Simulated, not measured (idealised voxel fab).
Documented hereafter: the process module known as voxel transistor to metal.
It is cross-section cut that appears here, measuring 165 nm in width, its square cells being 5 nm in size.
Think of the cross-section as a grid of square cells. We describe it in bands, top to bottom, and each band covers one or more rows of those cells.
Basically the band line says how high the top is and how high the bottom is, in nm, and then what's in it from left to right, every material with its width in nm. Empty space shows up as "air", and if a single material carries "all across" it runs the full band edge to edge.
Height reference: 0 = level under which incoming wafer is all one material. Lowest band: no bottom, runs on downward, e.g. "z 0 and below".
Note: "30 to 40" means the width goes from the first number (top row of the band) to the second number (bottom row) in equal steps per row of cells.
The cross-section has no changed cell in any step marked "remains unaltered".
"Catalogued sealed voids" means: voids of 8 cells or more that are shut off from the top with no open way through. Written width x height at distance, distance from the left edge, in nm.
What comes after the settings on a step's line is commentary from the simulator itself on that step.
"overlay nm", when on a step's line for a step with a mask, measures how far to the right of its planned place the mask lay; a negative measure means to the left.
-- Process steps - plan
1: op RECEIVE | material Si
2: op OXIDIZE | depth nm 5
3: op CONFORMAL_DEP | material SiN | thk nm 10
4: op MASKED_ETCH | tone cover | mask id ACTIVE | width nm 105 | etch materials SiN | depth nm 10 | overlay nm 0
5: op MASKED_ETCH | tone cover | mask id ACTIVE | width nm 105 | etch materials SiO2 | depth nm 5 | overlay nm 0
6: op MASKED_ETCH | tone cover | mask id ACTIVE | width nm 105 | etch materials Si | depth nm 35 | overlay nm 0
7: op FILL_DEP | material SiO2 | thk nm 10
8: op CMP | height nm 10
9: op SELECTIVE_ETCH | etch materials SiO2 | depth nm 5
10: op STRIP | etch materials SiN
11: op SELECTIVE_ETCH | etch materials SiO2 | depth nm 5
12: op OXIDIZE | depth nm 5
13: op DIRECTIONAL_DEP | material polySi | thk nm 20
14: op DIRECTIONAL_DEP | material SiCN | thk nm 10
15: op PATTERN | tone cover | mask id GATE | material resist | width nm 25 | thk nm 20 | overlay nm 0
16: op DIRECTIONAL_ETCH | etch materials SiCN | depth nm 20
17: op DIRECTIONAL_ETCH | etch materials polySi | depth nm 30
18: op STRIP | etch materials resist
19: op CONFORMAL_DEP | material SiN | thk nm 10
20: op DIRECTIONAL_ETCH | etch materials SiN | depth nm 10
21: op DIRECTIONAL_ETCH | etch materials SiO2 | depth nm 5
22: op DIRECTIONAL_ETCH | etch materials Si | depth nm 5
23: op EPI | material nSi | thk nm 10
24: op FILL_DEP | material SiO2 | thk nm 5
25: op CMP | height nm 25
26: op DIRECTIONAL_DEP | material SiO2 | thk nm 15
27: op MASKED_ETCH | tone open | mask id CONTACT | width nm 30 | pitch nm 65 | etch materials SiO2 | depth nm 45 | overlay nm 0
28: op CONFORMAL_DEP | material TiN | thk nm 5
29: op FILL_DEP | material Ru | thk nm 5
30: op CMP | height nm 40
31: op DIRECTIONAL_DEP | material TiN | thk nm 5
32: op DIRECTIONAL_DEP | material W | thk nm 15
33: op DIRECTIONAL_DEP | material aC | thk nm 15
34: op PATTERN | tone cover | mask id METAL_1 | material resist | width nm 20 | pitch nm 75 | thk nm 30 | overlay nm 0
35: op DIRECTIONAL_ETCH | etch materials aC | depth nm 15
36: op STRIP | etch materials resist
37: op DIRECTIONAL_ETCH | etch materials W | depth nm 15
38: op DIRECTIONAL_ETCH | etch materials TiN | depth nm 5
39: op STRIP | etch materials aC
40: op FILL_DEP | material lowk | thk nm 5
41: op CMP | height nm 60
42: op CONFORMAL_DEP | material SiCN | thk nm 5
43: op DIRECTIONAL_DEP | material SiO2 | thk nm 30
44: op MASKED_ETCH | tone open | mask id METAL_2 | width nm 20 | pitch nm 75 | etch materials SiO2 | depth nm 15 | overlay nm 0
45: op MASKED_ETCH | tone open | mask id METAL_2_HOLES | width nm 15 | pitch nm 75 | etch materials SiO2 | depth nm 15 | overlay nm 0
46: op MASKED_ETCH | tone open | mask id METAL_2_HOLES | width nm 15 | pitch nm 75 | etch materials SiCN | depth nm 5 | overlay nm 0
47: op CONFORMAL_DEP | material TiN | thk nm 5
48: op FILL_DEP | material Cu | thk nm 5
49: op CMP | height nm 95
50: op CONFORMAL_DEP | material SiN | thk nm 5
-- Cross-section, incoming material, after step 1
z 0 and below: Si all across
Catalogued sealed voids: none
-- The following cross-section depicts the wafer upon conclusion of the module. Processing commenced from the starting condition illustrated above and adhered to the plan illustrated above, save for one mistake in execution
z 100 to 95: SiN all across
z 95 to 85: SiO2 (35) / TiN (5) / Cu (10) / TiN (5) / SiO2 (55) / TiN (5) / Cu (10) / TiN (5) / SiO2 (35)
z 85 to 80: SiO2 (35) / TiN (5) / Cu (5) / TiN (10) / SiO2 (55) / TiN (5) / Cu (5) / TiN (10) / SiO2 (35)
z 80 to 65: SiO2 (35) / TiN (5) / Cu (5) / TiN (5) / SiO2 (60) / TiN (5) / Cu (5) / TiN (5) / SiO2 (40)
z 65 to 60: SiCN (35) / TiN (15) / SiCN (60) / TiN (15) / SiCN (40)
z 60 to 45: lowk (35) / W (20) / lowk (55) / W (20) / lowk (35)
z 45 to 40: lowk (35) / TiN (20) / lowk (55) / TiN (20) / lowk (35)
z 40 to 30: SiO2 (35) / TiN (5) / Ru (20) / TiN (5) / SiO2 (35) / TiN (5) / Ru (20) / TiN (5) / SiO2 (35)
z 30 to 25: SiO2 (35) / TiN (5) / Ru (15) / TiN (10) / SiO2 (35) / TiN (10) / Ru (15) / TiN (5) / SiO2 (35)
z 25 to 20: SiO2 (35) / TiN (5) / Ru (15) / TiN (5) / SiN (10) / SiCN (25) / SiN (10) / TiN (5) / Ru (15) / TiN (5) / SiO2 (35)
z 20 to 10: SiO2 (35) / TiN (5) / Ru (15) / TiN (5) / SiN (10) / polySi (25) / SiN (10) / TiN (5) / Ru (15) / TiN (5) / SiO2 (35)
z 10 to 5: SiO2 (35) / TiN (5) / Ru (5) / TiN (15) / SiN (10) / polySi (25) / SiN (10) / TiN (15) / Ru (5) / TiN (5) / SiO2 (35)
z 5 to 0: SiO2 (35) / TiN (15) / nSi (10) / SiN (10) / polySi (25) / SiN (10) / nSi (10) / TiN (15) / SiO2 (35)
z 0 to -5: SiO2 (15) / nSi (10) / SiN (10) / nSi (25) / SiO2 (45) / nSi (25) / SiN (10) / nSi (10) / SiO2 (15)
z -5 to -10: nSi (25) / SiO2 (15) / nSi (20) / Si (45) / nSi (20) / SiO2 (15) / nSi (25)
z -10 to -15: nSi (25) / Si (115) / nSi (25)
z -15 and below: Si all across
Catalogued sealed voids: none
what went wrong: step 4 ran as: op MASKED_ETCH | tone open | mask id ACTIVE | width nm 105 | etch materials SiN | depth nm 10 | overlay nm 0
